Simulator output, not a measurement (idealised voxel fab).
The process module that follows is named voxel spacer lines.
The cross-section shown here is cut; it is 250 nm wide and divided into square cells measuring 5 nm on a side.
Think of the cross-section as a grid of square cells. We describe it in bands, top to bottom, and each band covers one or more rows of those cells.
The entry gives the band's vertical extent as a top height and a bottom height in nm, then its horizontal make-up as materials from left to right, each with a width in nm. "blank" stands for empty space; a single material marked "edge to edge" fills the band edge to edge.
Note: height 0 marks the level under which the wafer is uniformly one material as received. Lowest band unbounded below, written "top 0, no bottom".
A two-number width, for instance "30..40", indicates that the width is equal to the first number in the top row of the band and to the second number in the bottom row, and that it changes by a constant amount per row of cells.
"nothing changed", as given for a step, is the statement that not any cell of the cross-section underwent a change during that step.
For the entry "Voids, sealed", the listed items are empty spaces with no open way to the top whose size is 8 cells or more; each item follows the pattern width x height at distance, where distance is from the left edge and all three are in nm.
Step line, after settings: the simulator's comment on this step.
The line of a step may include "overlay nm". On a step with a mask, this value is how far to the right of its planned place the mask lay. A negative value means the mask lay to the left.

LIST OF PLANNED PROCESS STEPS
1,RECEIVE with material Si
2,CONFORMAL_DEP with material Al2O3, thk nm 5
3,DIRECTIONAL_DEP with material W, thk nm 10
4,DIRECTIONAL_DEP with material polySi, thk nm 20
5,PATTERN with tone cover, mask id MANDREL, material resist, width nm 15, pitch nm 60, thk nm 25, overlay nm 0
6,DIRECTIONAL_ETCH with etch materials polySi, depth nm 20
7,STRIP with etch materials resist
8,CONFORMAL_DEP with material SiO2, thk nm 10
9,DIRECTIONAL_ETCH with etch materials SiO2, depth nm 10
10,STRIP with etch materials polySi
11,DIRECTIONAL_ETCH with etch materials W, depth nm 10
12,STRIP with etch materials SiO2
The width nm used in step 5 is not the same on every wafer, whereas the starting condition is; the value printed in the plan is the first wafer's.

CROSS-SECTION: THE FIRST OF SEVERAL WAFERS IN ITS AS-RECEIVED STATE, I.E. FOLLOWING STEP 1
top 0, no bottom = Si edge to edge
Voids, sealed: none

EACH ROW BELOW IS A WAFER AT THE END OF THE MODULE, LISTING FOR EVERY MATERIAL THE NUMBER OF CELLS IT HAS GAINED (+) OR LOST (-) SINCE IT WAS RECEIVED, FOLLOWED BY ITS CLOSED VOIDS
width nm 15 | +50 Al2O3 | +16 W | Voids, sealed: none
width nm 20 | +50 Al2O3 | +16 W | Voids, sealed: none
width nm 25 | +50 Al2O3 | +16 W | Voids, sealed: none
width nm 30 | +50 Al2O3 | +16 W | Voids, sealed: none
width nm 35 | +50 Al2O3 | +16 W | Voids, sealed: none
